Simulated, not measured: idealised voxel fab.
process module | voxel quadruple lines
cross-section cut | 280 nm wide | cells 5 nm
A cross-section is a grid of square cells, given in bands from the top down. A band is one or more rows of cells.
Each band's line starts with the height of the band's top and of its bottom, in nm. Then come its materials from left to right, each with its width in nm. One material with "throughout" fills the band from edge to edge. "air" is empty space.
Height 0 is the level under which the wafer as received is all one material. The lowest band goes on downwards, as in "0 down".
A width such as "30 to 40" changes by the same amount from each row of cells to the next, from the band's top row to its bottom row.
"no change" after a step means that no cell of the cross-section changed.
closed voids: empty space of 8 cells or more with no open way to the top, each as width x height at its distance from the left edge, in nm
after a step's settings: what the simulator itself notes on the step
overlay nm, on a step with a mask: how far to the right of its planned place the mask lay; to the left if negative
plan
1 op RECEIVE | material Si
2 op CONFORMAL_DEP | material SiO2 | thk nm 10
3 op DIRECTIONAL_DEP | material W | thk nm 10
4 op DIRECTIONAL_DEP | material polySi | thk nm 20
5 op DIRECTIONAL_DEP | material aC | thk nm 20
6 op PATTERN | tone cover | mask id MANDREL | material resist | width nm 15 | pitch nm 60 | thk nm 25 | overlay nm 0
7 op DIRECTIONAL_ETCH | etch materials aC | depth nm 20
8 op STRIP | etch materials resist
9 op CONFORMAL_DEP | material SiO2 | thk nm 10
10 op DIRECTIONAL_ETCH | etch materials SiO2 | depth nm 10
11 op STRIP | etch materials aC
12 op DIRECTIONAL_ETCH | etch materials polySi | depth nm 20
13 op STRIP | etch materials SiO2
14 op CONFORMAL_DEP | material SiCN | thk nm 5
15 op DIRECTIONAL_ETCH | etch materials SiCN | depth nm 5
16 op STRIP | etch materials polySi
17 op DIRECTIONAL_ETCH | etch materials W | depth nm 10
18 op STRIP | etch materials SiCN
varied across the wafers: width nm of step 6. The plan shows the first wafer's value. All wafers start alike
first wafer as received, after step 1
  0 down: Si throughout
  closed voids: none
each wafer at the end: cells of each material gained (+) or lost (-) since it was received, then its closed voids
width nm 15 | +112 SiO2 | +16 W | closed voids: none
width nm 20 | +112 SiO2 | +16 W | closed voids: none
width nm 25 | +112 SiO2 | +16 W | closed voids: none
width nm 30 | +112 SiO2 | +16 W | closed voids: none
width nm 35 | +112 SiO2 | +14 W | closed voids: none
